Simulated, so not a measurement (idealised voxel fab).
Documented hereafter: the process module known as voxel wiring stack.
cross-section cut | 190 nm wide | cells 5 nm
Notation: cross-section as square-cell grid; stated in bands, top first, going down; one or more cell rows per band. Quick guide to a band line: top height, bottom height (nm) up front; then every material left to right with its width in nm. Only one material and it's marked "edge to edge"? Then it fills the band edge to edge. And "empty" just means empty space. Heights from 0 (as-received wafer is one material below). Bottom band endless downward, as "from 0 down". A width such as "30..40" changes by the same amount from each row of cells to the next, from the band's top row to its bottom row. The designation "remains unaltered", where it is given for a processing step, indicates that no cell of the cross-section was altered in the course of that step. The entry "Tabulated closed voids" lists the empty spaces that cover at least 8 cells and have no open path to the top. Each is written as width x height at distance, where the distance is measured from the left edge and all three values are in nm. The remark found on a step's line after its settings is issued by the simulator itself and pertains to that step. If you see "overlay nm" on a step's line and that step has a mask, it's telling you how far right of where it was planned the mask ended up; a negative number means it went left instead.

Intended process steps:
1) RECEIVE | material Si
2) CONFORMAL_DEP | material SiO2 | thk nm 5
3) CONFORMAL_DEP | material SiN | thk nm 5
4) DIRECTIONAL_DEP | material lowk | thk nm 25
5) PATTERN | tone open | mask id METAL_1 | material resist | width nm 20 | pitch nm 40 | thk nm 15 | overlay nm 0
6) DIRECTIONAL_ETCH | etch materials lowk | depth nm 25
7) DIRECTIONAL_ETCH | etch materials SiN | depth nm 5
8) STRIP | etch materials resist
9) CONFORMAL_DEP | material TiN | thk nm 5
10) FILL_DEP | material W | thk nm 10
11) CMP | height nm 45
12) EPI | material Ru | thk nm 5
13) FILL_DEP | material SiCN | thk nm 5
14) DIRECTIONAL_DEP | material lowk | thk nm 30
15) DIRECTIONAL_DEP | material aC | thk nm 10
16) PATTERN | tone open | mask id METAL_2 | material resist | width nm 20 | pitch nm 40 | thk nm 25 | overlay nm 0
17) DIRECTIONAL_ETCH | etch materials aC | depth nm 10
18) STRIP | etch materials resist
19) DIRECTIONAL_ETCH | etch materials lowk | depth nm 20
20) STRIP | etch materials aC
21) PATTERN | tone open | mask id METAL_2_HOLES | material resist | width nm 15 | pitch nm 40 | thk nm 20 | overlay nm 0
22) DIRECTIONAL_ETCH | etch materials lowk | depth nm 10
23) DIRECTIONAL_ETCH | etch materials SiCN | depth nm 5
24) STRIP | etch materials resist
25) CONFORMAL_DEP | material TiN | thk nm 5
26) FILL_DEP | material Ru | thk nm 5
27) CMP | height nm 85
28) CONFORMAL_DEP | material SiCN | thk nm 5
29) DIRECTIONAL_DEP | material lowk | thk nm 15
30) DIRECTIONAL_DEP | material aC | thk nm 15
31) PATTERN | tone open | mask id PLUG_2 | material resist | width nm 15 | thk nm 30 | overlay nm 0
32) DIRECTIONAL_ETCH | etch materials aC | depth nm 15
33) STRIP | etch materials resist
34) DIRECTIONAL_ETCH | etch materials lowk | depth nm 15
35) DIRECTIONAL_ETCH | etch materials SiCN | depth nm 5
36) STRIP | etch materials aC
37) CONFORMAL_DEP | material TiN | thk nm 5
38) FILL_DEP | material Cu | thk nm 5
39) CMP | height nm 105
40) CONFORMAL_DEP | material SiCN | thk nm 5
41) DIRECTIONAL_DEP | material SiO2 | thk nm 15
42) PATTERN | tone open | mask id METAL_3 | material resist | width nm 20 | pitch nm 40 | thk nm 20 | overlay nm 0
43) DIRECTIONAL_ETCH | etch materials SiO2 | depth nm 15
44) DIRECTIONAL_ETCH | etch materials SiCN | depth nm 5
45) STRIP | etch materials resist
46) CONFORMAL_DEP | material TiN | thk nm 5
47) FILL_DEP | material Cu | thk nm 10
48) CMP | height nm 125
49) CONFORMAL_DEP | material SiN | thk nm 5
Split variable: thk nm, step 2. Plan value = first wafer. Wafers start alike.

First wafer of several, as received: cross-section after step 1:
	from 0 down  Si edge to edge
	Tabulated closed voids: none

Quick key for the table: a row per wafer, taken at the end of the module. For each material it tells you how many cells the wafer gained (+) or lost (-) since it came in, and the closed voids come after:
thk nm 5 | +15 Cu | +56 Ru | +97 SiCN | +68 SiN | +128 SiO2 | +123 TiN | +62 W | +439 lowk | Tabulated closed voids: none
thk nm 10 | +15 Cu | +56 Ru | +97 SiCN | +68 SiN | +166 SiO2 | +123 TiN | +24 W | +439 lowk | Tabulated closed voids: none
thk nm 15 | +15 Cu | +30 Ru | +123 SiCN | +68 SiN | +204 SiO2 | +89 TiN | +20 W | +439 lowk | Tabulated closed voids: none
thk nm 20 | +15 Cu | +30 Ru | +123 SiCN | +68 SiN | +242 SiO2 | +85 TiN | +16 W | +409 lowk | Tabulated closed voids: none
thk nm 25 | +15 Cu | +30 Ru | +123 SiCN | +68 SiN | +280 SiO2 | +81 TiN | +12 W | +379 lowk | Tabulated closed voids: none
thk nm 30 | +15 Cu | +30 Ru | +123 SiCN | +68 SiN | +318 SiO2 | +77 TiN | +8 W | +349 lowk | Tabulated closed voids: none
